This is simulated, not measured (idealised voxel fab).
You're looking at the process module voxel plated lines.
The cross-section shown here is cut; it is 155 nm wide and divided into square cells measuring 5 nm on a side.
Cross-section spec: square-cell grid; bands listed top down; each band is one or more rows. First you get the band's top height and its bottom height, in nm, and then the materials it's made of, left to right, with each width in nm. If you see a single material with "full width", that one covers the band edge to edge. "air" is empty space. A quick word on heights: they are counted from 0, and under that level the wafer as it came to us is one material throughout. The lowest band is different from the rest in having no bottom; it simply continues downward, written as in "0..down". It should be noted that a width expressed as "30..40" varies in equal increments from row to row of cells within the band, taking the value of the first number at the top row and that of the second number at the bottom row. "everything unchanged" -> step changed no cross-section cell. Look at "Closed void inventory" for the closed voids: empty spaces with no open path to the top, sized 8 cells or up. Each is width x height at distance, distance from the left edge, all nm. Post-settings text on a step line: simulator's own remark regarding the step. On any step carrying a mask, the "overlay nm" setting, if present on the step's line, tells how far right of its planned place the mask lay; negative values point to the left.
LISTED BELOW ARE THE PROCESS STEPS AS PLANNED
step 1: RECEIVE, material Si
step 2: CONFORMAL_DEP, material Al2O3, thk nm 15
step 3: DIRECTIONAL_DEP, material TiN, thk nm 5
step 4: PATTERN, tone open, mask id LINES, material resist, width nm 15, pitch nm 30, thk nm 40, overlay nm 0
step 5: EPI, material Ru, thk nm 10
step 6: EPI, material Ru, thk nm 5
step 7: EPI, material Ru, thk nm 5
step 8: STRIP, etch materials resist
step 9: DIRECTIONAL_ETCH, etch materials TiN, depth nm 5
step 10: CONFORMAL_DEP, material SiO2, thk nm 10
CROSS-SECTION OF THE WAFER AS IT CAME TO US, I.E., ALREADY THROUGH STEP 1
	0..down = Si full width
	Closed void inventory: none
MODULE COMPLETE, CROSS-SECTION. STARTING POINT AND PLAN PER ABOVE. ONE MISTAKE MADE IN RUNNING THE MODULE
	30..15 = SiO2 full width
	15..0 = Al2O3 full width
	0..down = Si full width
	Closed void inventory: none
Deviation noted in wafer processing: step 3 did not happen as planned, as run it was DIRECTIONAL_DEP, material SiO2, thk nm 5
